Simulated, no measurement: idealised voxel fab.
process module | voxel self aligned contacts
cross-section cut | 300 nm wide | cells 5 nm
A cross-section is a grid of square cells, given in bands from the top down. A band is one or more rows of cells.
Each band's line starts with the height of the band's top and of its bottom, in nm. Then come its materials from left to right, each with its width in nm. One material with "throughout" fills the band from edge to edge. "air" is empty space.
Height 0 is the level under which the wafer as received is all one material. The lowest band goes on downwards, as in "0 down".
A width such as "30 to 40" changes by the same amount from each row of cells to the next, from the band's top row to its bottom row.
"no change" after a step means that no cell of the cross-section changed.
closed voids: empty space of 8 cells or more with no open way to the top, each as width x height at its distance from the left edge, in nm
after a step's settings: what the simulator itself notes on the step
overlay nm, on a step with a mask: how far to the right of its planned place the mask lay; to the left if negative
plan
1 op RECEIVE | material Si
2 op OXIDIZE | depth nm 5
3 op DIRECTIONAL_DEP | material polySi | thk nm 25
4 op DIRECTIONAL_DEP | material SiN | thk nm 25
5 op DIRECTIONAL_DEP | material aC | thk nm 10
6 op PATTERN | tone cover | mask id GATE | material resist | width nm 35 | pitch nm 80 | thk nm 25 | overlay nm 0
7 op DIRECTIONAL_ETCH | etch materials aC | depth nm 10
8 op STRIP | etch materials resist
9 op DIRECTIONAL_ETCH | etch materials SiN | depth nm 25
10 op DIRECTIONAL_ETCH | etch materials polySi | depth nm 25
11 op STRIP | etch materials aC
12 op CONFORMAL_DEP | material SiN | thk nm 10
13 op DIRECTIONAL_ETCH | etch materials SiN | depth nm 10
14 op FILL_DEP | material SiO2 | thk nm 15
15 op CMP | height nm 60
16 op DIRECTIONAL_DEP | material aC | thk nm 10
17 op PATTERN | tone open | mask id CONTACT | material resist | width nm 65 | pitch nm 80 | thk nm 25 | overlay nm 0
18 op DIRECTIONAL_ETCH | etch materials aC | depth nm 10
19 op STRIP | etch materials resist
20 op DIRECTIONAL_ETCH | etch materials SiO2 | depth nm 65
21 op STRIP | etch materials aC
22 op CONFORMAL_DEP | material TiN | thk nm 5
23 op FILL_DEP | material Ru | thk nm 10
24 op CMP | height nm 60
25 op CONFORMAL_DEP | material SiN | thk nm 5
as received, after step 1
  0 down: Si throughout
  closed voids: none
first wafer at the end, as planned
  65 to 60: SiN throughout
  60 to 50: SiO2 75 | TiN 5 to 25 | Ru 55 to 15 | TiN 5 to 25 | SiO2 15 | TiN 5 to 25 | Ru 55 to 15 | TiN 5 to 25 | SiO2 80
  50 to 25: SiO2 40 | SiN 55 | TiN 5 | Ru 15 | TiN 5 | SiN 55 | TiN 5 | Ru 15 | TiN 5 | SiN 55 | SiO2 45
  25 to 0: SiO2 40 | SiN 10 | polySi 35 | SiN 10 | TiN 5 | Ru 15 | TiN 5 | SiN 10 | polySi 35 | SiN 10 | TiN 5 | Ru 15 | TiN 5 | SiN 10 | polySi 35 | SiN 10 | SiO2 45
  0 to -5: SiO2 95 | TiN 25 | SiO2 55 | TiN 25 | SiO2 100
  -5 down: Si throughout
  closed voids: none
second wafer at the end: like start, like plan, one mistake
  65 to 60: SiN throughout
  60 to 50: SiO2 75 | TiN 5 to 35 | Ru 55 to 15 | TiN 5 to 15 | SiO2 15 | TiN 5 to 35 | Ru 55 to 15 | TiN 5 to 15 | SiO2 80
  50 to 25: SiO2 50 | SiN 55 | TiN 5 | Ru 15 | TiN 5 | SiN 55 | TiN 5 | Ru 15 | TiN 5 | SiN 55 | SiO2 35
  25 to 0: SiO2 50 | SiN 10 | polySi 35 | SiN 10 | TiN 5 | Ru 15 | TiN 5 | SiN 10 | polySi 35 | SiN 10 | TiN 5 | Ru 15 | TiN 5 | SiN 10 | polySi 35 | SiN 10 | SiO2 35
  0 to -5: SiO2 105 | TiN 25 | SiO2 55 | TiN 25 | SiO2 90
  -5 down: Si throughout
  closed voids: none
what went wrong: step 6 ran as: op PATTERN | tone cover | mask id GATE | material resist | width nm 35 | pitch nm 80 | thk nm 25 | overlay nm 10
at the end the second wafer has, in cells: as many of each material as the first, in other places
